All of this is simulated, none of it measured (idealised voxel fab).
The following process module bears the name voxel capacitor over wiring.
Square cell edge 5 nm, section width 225 nm, ID cut.
Each cross-section below is a grid of square cells, stated as bands in top-down order, with one or more rows of cells making up each band. The band entry comprises the height of the band's top followed by the height of its bottom, expressed in nm, and subsequently the band's materials from left to right, each stated together with its width in nm. Where a single material is marked with the word "full width", that material fills the band from edge to edge. The word "blank" represents empty space. Heights from 0 (as-received wafer is one material below). Bottom band endless downward, as "top 0, no bottom". Top row gets the first number, bottom row gets the second, and each row in between changes by the same step: that is how a band width like "30 to 40" works. Key: "no change" - step with no changed cell in the cross-section. Listed in "Enclosed void catalog": every empty space of 8 or more cells without an open way to the top. Form: width x height at distance, the distance being from the left edge, all in nm. after a step's settings: what the simulator itself notes on the step. The optional step-line setting "overlay nm" applies to steps with a mask and quantifies how far to the right of its planned location the mask lay, a negative value indicating leftward placement.
Process steps (planned)
1. op RECEIVE | material Si
2. op CONFORMAL_DEP | material SiO2 | thk nm 15
3. op DIRECTIONAL_DEP | material TiN | thk nm 5
4. op DIRECTIONAL_DEP | material W | thk nm 25
5. op MASKED_ETCH | tone cover | mask id METAL_1 | width nm 30 | pitch nm 95 | etch materials W | depth nm 25 | overlay nm 0
6. op MASKED_ETCH | tone cover | mask id METAL_1 | width nm 30 | pitch nm 95 | etch materials TiN | depth nm 5 | overlay nm 0
7. op CONFORMAL_DEP | material SiN | thk nm 5
8. op FILL_DEP | material SiO2 | thk nm 10
9. op CMP | height nm 45
10. op CONFORMAL_DEP | material SiCN | thk nm 5
11. op DIRECTIONAL_DEP | material lowk | thk nm 20
12. op DIRECTIONAL_DEP | material aC | thk nm 15
13. op PATTERN | tone open | mask id PLUG_1 | material resist | width nm 15 | thk nm 30 | overlay nm 0
14. op DIRECTIONAL_ETCH | etch materials aC | depth nm 15
15. op STRIP | etch materials resist
16. op DIRECTIONAL_ETCH | etch materials lowk | depth nm 20
17. op DIRECTIONAL_ETCH | etch materials SiCN | depth nm 5
18. op STRIP | etch materials aC
19. op EPI | material Ru | thk nm 10
20. op EPI | material Ru | thk nm 10
21. op EPI | material Ru | thk nm 5
22. op DIRECTIONAL_DEP | material TiN | thk nm 10
23. op DIRECTIONAL_DEP | material SiN | thk nm 5
24. op DIRECTIONAL_DEP | material TiN | thk nm 10
25. op DIRECTIONAL_DEP | material aC | thk nm 15
26. op PATTERN | tone cover | mask id UPPER_PLATE | material resist | width nm 70 | thk nm 35 | overlay nm 0
27. op DIRECTIONAL_ETCH | etch materials aC | depth nm 15
28. op STRIP | etch materials resist
29. op DIRECTIONAL_ETCH | etch materials TiN | depth nm 10
30. op DIRECTIONAL_ETCH | etch materials SiN | depth nm 5
31. op STRIP | etch materials aC
32. op DIRECTIONAL_DEP | material aC | thk nm 10
33. op PATTERN | tone cover | mask id LOWER_PLATE | material resist | width nm 80 | thk nm 25 | overlay nm 0
34. op DIRECTIONAL_ETCH | etch materials aC | depth nm 10
35. op STRIP | etch materials resist
36. op DIRECTIONAL_ETCH | etch materials TiN | depth nm 10
37. op STRIP | etch materials aC
38. op FILL_DEP | material SiO2 | thk nm 20
39. op CMP | height nm 110
40. op DIRECTIONAL_DEP | material aC | thk nm 15
41. op PATTERN | tone open | mask id PLUG_2 | material resist | width nm 15 | thk nm 35 | overlay nm 0
42. op DIRECTIONAL_ETCH | etch materials aC | depth nm 15
43. op STRIP | etch materials resist
44. op DIRECTIONAL_ETCH | etch materials SiO2 | depth nm 15
45. op STRIP | etch materials aC
46. op CONFORMAL_DEP | material TiN | thk nm 5
47. op FILL_DEP | material Ru | thk nm 10
48. op CMP | height nm 110
49. op CONFORMAL_DEP | material SiCN | thk nm 5
Run as planned: first of two wafers
Wafer cross-section on receipt, i.e. after step 1
    top 0, no bottom | Si full width
    Enclosed void catalog: none
Wafer xsec, post step 2
    top 15, bottom 0 | SiO2 full width
    Under the height 0 nothing was changed.
Wafer xsec, post step 3
    top 20, bottom 15 | TiN full width
    Under the height 15 nothing was changed.
Wafer xsec, post step 4
    top 45, bottom 20 | W full width
    Under the height 20 nothing was changed.
Wafer xsec, post step 5
    top 45, bottom 20 | blank: 50, W: 30, blank: 65, W: 30, blank: 50
    Under the height 20 nothing was changed.
Wafer xsec, post step 6
    top 45, bottom 20 | blank: 50, W: 30, blank: 65, W: 30, blank: 50
    top 20, bottom 15 | blank: 50, TiN: 30, blank: 65, TiN: 30, blank: 50
    Under the height 15 nothing was changed.
Wafer xsec, post step 7
    top 50, bottom 45 | blank: 45, SiN: 40, blank: 55, SiN: 40, blank: 45
    top 45, bottom 20 | blank: 45, SiN: 5, W: 30, SiN: 5, blank: 55, SiN: 5, W: 30, SiN: 5, blank: 45
    top 20, bottom 15 | SiN: 50, TiN: 30, SiN: 65, TiN: 30, SiN: 50
    Under the height 15 nothing was changed.
Wafer xsec, post step 8
    top 60, bottom 50 | SiO2 full width
    top 50, bottom 45 | SiO2: 45, SiN: 40, SiO2: 55, SiN: 40, SiO2: 45
    top 45, bottom 20 | SiO2: 45, SiN: 5, W: 30, SiN: 5, SiO2: 55, SiN: 5, W: 30, SiN: 5, SiO2: 45
    Under the height 20 nothing was changed.
Wafer xsec, post step 9
    top 45, bottom 20 | SiO2: 45, SiN: 5, W: 30, SiN: 5, SiO2: 55, SiN: 5, W: 30, SiN: 5, SiO2: 45
    Under the height 20 nothing was changed.
Wafer xsec, post step 10
    top 50, bottom 45 | SiCN full width
    Under the height 45 nothing was changed.
Wafer xsec, post step 11
    top 70, bottom 50 | lowk full width
    Under the height 50 nothing was changed.
Wafer xsec, post step 12
    top 85, bottom 70 | aC full width
    Under the height 70 nothing was changed.
Wafer xsec, post step 13
    top 115, bottom 85 | resist: 65, blank: 15, resist: 145
    Under the height 85 nothing was changed.
Wafer xsec, post step 14
    top 100, bottom 85 | resist: 65, blank: 15, resist: 145
    top 85, bottom 70 | aC: 65, blank: 15, aC: 145
    Under the height 70 nothing was changed.
Wafer xsec, post step 15
    top 85, bottom 70 | aC: 65, blank: 15, aC: 145
    Under the height 70 nothing was changed.
Wafer xsec, post step 16
    top 85, bottom 70 | aC: 65, blank: 15, aC: 145
    top 70, bottom 50 | lowk: 65, blank: 15, lowk: 145
    Under the height 50 nothing was changed.
Wafer xsec, post step 17
    top 85, bottom 70 | aC: 65, blank: 15, aC: 145
    top 70, bottom 50 | lowk: 65, blank: 15, lowk: 145
    top 50, bottom 45 | SiCN: 65, blank: 15, SiCN: 145
    Under the height 45 nothing was changed.
Wafer xsec, post step 18
    top 70, bottom 50 | lowk: 65, blank: 15, lowk: 145
    Under the height 50 nothing was changed.
Wafer xsec, post step 19
    top 70, bottom 55 | lowk: 65, blank: 15, lowk: 145
    top 55, bottom 50 | lowk: 65, Ru: 15, lowk: 145
    top 50, bottom 45 | SiCN: 65, Ru: 15, SiCN: 145
    Under the height 45 nothing was changed.
Wafer xsec, post step 20
    top 70, bottom 65 | lowk: 65, blank: 15, lowk: 145
    top 65, bottom 50 | lowk: 65, Ru: 15, lowk: 145
    Under the height 50 nothing was changed.
Wafer xsec, post step 21
    top 70, bottom 50 | lowk: 65, Ru: 15, lowk: 145
    Under the height 50 nothing was changed.
Wafer xsec, post step 22
    top 80, bottom 70 | TiN full width
    Under the height 70 nothing was changed.
Wafer xsec, post step 23
    top 85, bottom 80 | SiN full width
    Under the height 80 nothing was changed.
Wafer xsec, post step 24
    top 95, bottom 85 | TiN full width
    Under the height 85 nothing was changed.
Wafer xsec, post step 25
    top 110, bottom 95 | aC full width
    Under the height 95 nothing was changed.
Wafer xsec, post step 26
    top 145, bottom 110 | blank: 65, resist: 70, blank: 90
    Under the height 110 nothing was changed.
Wafer xsec, post step 27
    top 130, bottom 110 | blank: 65, resist: 70, blank: 90
    top 110, bottom 95 | blank: 65, aC: 70, blank: 90
    Under the height 95 nothing was changed.
Wafer xsec, post step 28
    top 110, bottom 95 | blank: 65, aC: 70, blank: 90
    Under the height 95 nothing was changed.
Wafer xsec, post step 29
    top 110, bottom 95 | blank: 65, aC: 70, blank: 90
    top 95, bottom 85 | blank: 65, TiN: 70, blank: 90
    Under the height 85 nothing was changed.
Wafer xsec, post step 30
    top 110, bottom 95 | blank: 65, aC: 70, blank: 90
    top 95, bottom 85 | blank: 65, TiN: 70, blank: 90
    top 85, bottom 80 | blank: 65, SiN: 70, blank: 90
    Under the height 80 nothing was changed.
Wafer xsec, post step 31
    top 95, bottom 85 | blank: 65, TiN: 70, blank: 90
    Under the height 85 nothing was changed.
Wafer xsec, post step 32
    top 105, bottom 95 | blank: 65, aC: 70, blank: 90
    top 95, bottom 90 | blank: 65, TiN: 70, blank: 90
    top 90, bottom 85 | aC: 65, TiN: 70, aC: 90
    top 85, bottom 80 | aC: 65, SiN: 70, aC: 90
    Under the height 80 nothing was changed.
Wafer xsec, post step 33
    top 130, bottom 105 | blank: 60, resist: 80, blank: 85
    top 105, bottom 95 | blank: 60, resist: 5, aC: 70, resist: 5, blank: 85
    top 95, bottom 90 | blank: 60, resist: 5, TiN: 70, resist: 5, blank: 85
    Under the height 90 nothing was changed.
Wafer xsec, post step 34
    top 120, bottom 105 | blank: 60, resist: 80, blank: 85
    top 105, bottom 95 | blank: 60, resist: 5, aC: 70, resist: 5, blank: 85
    top 95, bottom 90 | blank: 60, resist: 5, TiN: 70, resist: 5, blank: 85
    top 90, bottom 85 | blank: 60, aC: 5, TiN: 70, aC: 5, blank: 85
    top 85, bottom 80 | blank: 60, aC: 5, SiN: 70, aC: 5, blank: 85
    Under the height 80 nothing was changed.
Wafer xsec, post step 35
    top 105, bottom 95 | blank: 65, aC: 70, blank: 90
    top 95, bottom 90 | blank: 65, TiN: 70, blank: 90
    Under the height 90 nothing was changed.
Wafer xsec, post step 36
    top 105, bottom 95 | blank: 65, aC: 70, blank: 90
    top 95, bottom 90 | blank: 65, TiN: 70, blank: 90
    top 90, bottom 85 | blank: 60, aC: 5, TiN: 70, aC: 5, blank: 85
    top 85, bottom 80 | blank: 60, aC: 5, SiN: 70, aC: 5, blank: 85
    top 80, bottom 70 | blank: 60, TiN: 80, blank: 85
    Under the height 70 nothing was changed.
Wafer xsec, post step 37
    top 95, bottom 85 | blank: 65, TiN: 70, blank: 90
    top 85, bottom 80 | blank: 65, SiN: 70, blank: 90
    Under the height 80 nothing was changed.
Wafer xsec, post step 38
    top 115, bottom 95 | SiO2 full width
    top 95, bottom 85 | SiO2: 65, TiN: 70, SiO2: 90
    top 85, bottom 80 | SiO2: 65, SiN: 70, SiO2: 90
    top 80, bottom 70 | SiO2: 60, TiN: 80, SiO2: 85
    Under the height 70 nothing was changed.
Wafer xsec, post step 39
    top 110, bottom 95 | SiO2 full width
    Under the height 95 nothing was changed.
Wafer xsec, post step 40
    top 125, bottom 110 | aC full width
    Under the height 110 nothing was changed.
Wafer xsec, post step 41
    top 160, bottom 125 | resist: 75, blank: 15, resist: 135
    Under the height 125 nothing was changed.
Wafer xsec, post step 42
    top 145, bottom 125 | resist: 75, blank: 15, resist: 135
    top 125, bottom 110 | aC: 75, blank: 15, aC: 135
    Under the height 110 nothing was changed.
Wafer xsec, post step 43
    top 125, bottom 110 | aC: 75, blank: 15, aC: 135
    Under the height 110 nothing was changed.
Wafer xsec, post step 44
    top 125, bottom 110 | aC: 75, blank: 15, aC: 135
    top 110, bottom 95 | SiO2: 75, blank: 15, SiO2: 135
    Under the height 95 nothing was changed.
Wafer xsec, post step 45
    top 110, bottom 95 | SiO2: 75, blank: 15, SiO2: 135
    Under the height 95 nothing was changed.
Wafer xsec, post step 46
    top 115, bottom 110 | TiN: 80, blank: 5, TiN: 140
    top 110, bottom 100 | SiO2: 75, TiN: 5, blank: 5, TiN: 5, SiO2: 135
    top 100, bottom 95 | SiO2: 75, TiN: 15, SiO2: 135
    Under the height 95 nothing was changed.
Wafer xsec, post step 47
    top 125, bottom 115 | Ru full width
    top 115, bottom 110 | TiN: 80, Ru: 5, TiN: 140
    top 110, bottom 100 | SiO2: 75, TiN: 5, Ru: 5, TiN: 5, SiO2: 135
    Under the height 100 nothing was changed.
Wafer xsec, post step 48
    top 110, bottom 100 | SiO2: 75, TiN: 5, Ru: 5, TiN: 5, SiO2: 135
    Under the height 100 nothing was changed.
Wafer xsec, post step 49
    top 115, bottom 110 | SiCN full width
    Under the height 110 nothing was changed.
The Second Wafer: Common Origin and Plan, One Mistake in Execution, Identical to the First Through Step 4
when step 5 should have ended
    top 45, bottom 20 | blank: 55, W: 20, blank: 75, W: 20, blank: 55
    Under the height 20 nothing was changed.
when step 6 should have ended
    top 45, bottom 20 | blank: 55, W: 20, blank: 75, W: 20, blank: 55
    top 20, bottom 15 | blank: 50, TiN: 30, blank: 65, TiN: 30, blank: 50
    Under the height 15 nothing was changed.
when step 7 should have ended
    top 50, bottom 45 | blank: 50, SiN: 30, blank: 65, SiN: 30, blank: 50
    top 45, bottom 25 | blank: 50, SiN: 5, W: 20, SiN: 5, blank: 65, SiN: 5, W: 20, SiN: 5, blank: 50
    top 25, bottom 20 | blank: 45, SiN: 10, W: 20, SiN: 10, blank: 55, SiN: 10, W: 20, SiN: 10, blank: 45
    top 20, bottom 15 | SiN: 50, TiN: 30, SiN: 65, TiN: 30, SiN: 50
    Under the height 15 nothing was changed.
when step 8 should have ended
    top 60, bottom 50 | SiO2 full width
    top 50, bottom 45 | SiO2: 50, SiN: 30, SiO2: 65, SiN: 30, SiO2: 50
    top 45, bottom 25 | SiO2: 50, SiN: 5, W: 20, SiN: 5, SiO2: 65, SiN: 5, W: 20, SiN: 5, SiO2: 50
    top 25, bottom 20 | SiO2: 45, SiN: 10, W: 20, SiN: 10, SiO2: 55, SiN: 10, W: 20, SiN: 10, SiO2: 45
    Under the height 20 nothing was changed.
when step 9 should have ended
    top 45, bottom 25 | SiO2: 50, SiN: 5, W: 20, SiN: 5, SiO2: 65, SiN: 5, W: 20, SiN: 5, SiO2: 50
    Under the height 25 nothing was changed.
when step 10 should have ended
    top 50, bottom 45 | SiCN full width
    Under the height 45 nothing was changed.
when step 11 should have ended
    top 70, bottom 50 | lowk full width
    Under the height 50 nothing was changed.
when step 12 should have ended
    top 85, bottom 70 | aC full width
    Under the height 70 nothing was changed.
when step 13 should have ended
    top 115, bottom 85 | resist: 65, blank: 15, resist: 145
    Under the height 85 nothing was changed.
when step 14 should have ended
    top 100, bottom 85 | resist: 65, blank: 15, resist: 145
    top 85, bottom 70 | aC: 65, blank: 15, aC: 145
    Under the height 70 nothing was changed.
when step 15 should have ended
    top 85, bottom 70 | aC: 65, blank: 15, aC: 145
    Under the height 70 nothing was changed.
when step 16 should have ended
    top 85, bottom 70 | aC: 65, blank: 15, aC: 145
    top 70, bottom 50 | lowk: 65, blank: 15, lowk: 145
    Under the height 50 nothing was changed.
when step 17 should have ended
    top 85, bottom 70 | aC: 65, blank: 15, aC: 145
    top 70, bottom 50 | lowk: 65, blank: 15, lowk: 145
    top 50, bottom 45 | SiCN: 65, blank: 15, SiCN: 145
    Under the height 45 nothing was changed.
when step 18 should have ended
    top 70, bottom 50 | lowk: 65, blank: 15, lowk: 145
    Under the height 50 nothing was changed.
when step 19 should have ended
    top 70, bottom 55 | lowk: 65, blank: 15, lowk: 145
    top 55, bottom 50 | lowk: 65, Ru: 15, lowk: 145
    top 50, bottom 45 | SiCN: 65, Ru: 15, SiCN: 145
    Under the height 45 nothing was changed.
when step 20 should have ended
    top 70, bottom 65 | lowk: 65, blank: 15, lowk: 145
    top 65, bottom 50 | lowk: 65, Ru: 15, lowk: 145
    Under the height 50 nothing was changed.
when step 21 should have ended
    top 70, bottom 50 | lowk: 65, Ru: 15, lowk: 145
    Under the height 50 nothing was changed.
when step 22 should have ended
    top 80, bottom 70 | TiN full width
    Under the height 70 nothing was changed.
when step 23 should have ended
    top 85, bottom 80 | SiN full width
    Under the height 80 nothing was changed.
when step 24 should have ended
    top 95, bottom 85 | TiN full width
    Under the height 85 nothing was changed.
when step 25 should have ended
    top 110, bottom 95 | aC full width
    Under the height 95 nothing was changed.
when step 26 should have ended
    top 145, bottom 110 | blank: 65, resist: 70, blank: 90
    Under the height 110 nothing was changed.
when step 27 should have ended
    top 130, bottom 110 | blank: 65, resist: 70, blank: 90
    top 110, bottom 95 | blank: 65, aC: 70, blank: 90
    Under the height 95 nothing was changed.
when step 28 should have ended
    top 110, bottom 95 | blank: 65, aC: 70, blank: 90
    Under the height 95 nothing was changed.
when step 29 should have ended
    top 110, bottom 95 | blank: 65, aC: 70, blank: 90
    top 95, bottom 85 | blank: 65, TiN: 70, blank: 90
    Under the height 85 nothing was changed.
when step 30 should have ended
    top 110, bottom 95 | blank: 65, aC: 70, blank: 90
    top 95, bottom 85 | blank: 65, TiN: 70, blank: 90
    top 85, bottom 80 | blank: 65, SiN: 70, blank: 90
    Under the height 80 nothing was changed.
when step 31 should have ended
    top 95, bottom 85 | blank: 65, TiN: 70, blank: 90
    Under the height 85 nothing was changed.
when step 32 should have ended
    top 105, bottom 95 | blank: 65, aC: 70, blank: 90
    top 95, bottom 90 | blank: 65, TiN: 70, blank: 90
    top 90, bottom 85 | aC: 65, TiN: 70, aC: 90
    top 85, bottom 80 | aC: 65, SiN: 70, aC: 90
    Under the height 80 nothing was changed.
when step 33 should have ended
    top 130, bottom 105 | blank: 60, resist: 80, blank: 85
    top 105, bottom 95 | blank: 60, resist: 5, aC: 70, resist: 5, blank: 85
    top 95, bottom 90 | blank: 60, resist: 5, TiN: 70, resist: 5, blank: 85
    Under the height 90 nothing was changed.
when step 34 should have ended
    top 120, bottom 105 | blank: 60, resist: 80, blank: 85
    top 105, bottom 95 | blank: 60, resist: 5, aC: 70, resist: 5, blank: 85
    top 95, bottom 90 | blank: 60, resist: 5, TiN: 70, resist: 5, blank: 85
    top 90, bottom 85 | blank: 60, aC: 5, TiN: 70, aC: 5, blank: 85
    top 85, bottom 80 | blank: 60, aC: 5, SiN: 70, aC: 5, blank: 85
    Under the height 80 nothing was changed.
when step 35 should have ended
    top 105, bottom 95 | blank: 65, aC: 70, blank: 90
    top 95, bottom 90 | blank: 65, TiN: 70, blank: 90
    Under the height 90 nothing was changed.
when step 36 should have ended
    top 105, bottom 95 | blank: 65, aC: 70, blank: 90
    top 95, bottom 90 | blank: 65, TiN: 70, blank: 90
    top 90, bottom 85 | blank: 60, aC: 5, TiN: 70, aC: 5, blank: 85
    top 85, bottom 80 | blank: 60, aC: 5, SiN: 70, aC: 5, blank: 85
    top 80, bottom 70 | blank: 60, TiN: 80, blank: 85
    Under the height 70 nothing was changed.
when step 37 should have ended
    top 95, bottom 85 | blank: 65, TiN: 70, blank: 90
    top 85, bottom 80 | blank: 65, SiN: 70, blank: 90
    Under the height 80 nothing was changed.
when step 38 should have ended
    top 115, bottom 95 | SiO2 full width
    top 95, bottom 85 | SiO2: 65, TiN: 70, SiO2: 90
    top 85, bottom 80 | SiO2: 65, SiN: 70, SiO2: 90
    top 80, bottom 70 | SiO2: 60, TiN: 80, SiO2: 85
    Under the height 70 nothing was changed.
when step 39 should have ended
    top 110, bottom 95 | SiO2 full width
    Under the height 95 nothing was changed.
when step 40 should have ended
    top 125, bottom 110 | aC full width
    Under the height 110 nothing was changed.
when step 41 should have ended
    top 160, bottom 125 | resist: 75, blank: 15, resist: 135
    Under the height 125 nothing was changed.
when step 42 should have ended
    top 145, bottom 125 | resist: 75, blank: 15, resist: 135
    top 125, bottom 110 | aC: 75, blank: 15, aC: 135
    Under the height 110 nothing was changed.
when step 43 should have ended
    top 125, bottom 110 | aC: 75, blank: 15, aC: 135
    Under the height 110 nothing was changed.
when step 44 should have ended
    top 125, bottom 110 | aC: 75, blank: 15, aC: 135
    top 110, bottom 95 | SiO2: 75, blank: 15, SiO2: 135
    Under the height 95 nothing was changed.
when step 45 should have ended
    top 110, bottom 95 | SiO2: 75, blank: 15, SiO2: 135
    Under the height 95 nothing was changed.
when step 46 should have ended
    top 115, bottom 110 | TiN: 80, blank: 5, TiN: 140
    top 110, bottom 100 | SiO2: 75, TiN: 5, blank: 5, TiN: 5, SiO2: 135
    top 100, bottom 95 | SiO2: 75, TiN: 15, SiO2: 135
    Under the height 95 nothing was changed.
when step 47 should have ended
    top 125, bottom 115 | Ru full width
    top 115, bottom 110 | TiN: 80, Ru: 5, TiN: 140
    top 110, bottom 100 | SiO2: 75, TiN: 5, Ru: 5, TiN: 5, SiO2: 135
    Under the height 100 nothing was changed.
when step 48 should have ended
    top 110, bottom 100 | SiO2: 75, TiN: 5, Ru: 5, TiN: 5, SiO2: 135
    Under the height 100 nothing was changed.
when step 49 should have ended
    top 115, bottom 110 | SiCN full width
    Under the height 110 nothing was changed.
Plan not followed: step 5 ran with different settings than intended, the actual operation and settings being op MASKED_ETCH | tone cover | mask id METAL_1 | width nm 20 | pitch nm 95 | etch materials W | depth nm 25 | overlay nm 0
Once processing is complete, comparing cell counts shows that the second wafer has more or fewer of certain materials than the first: SiN: 4 more, SiO2: 16 more, W: 20 fewer
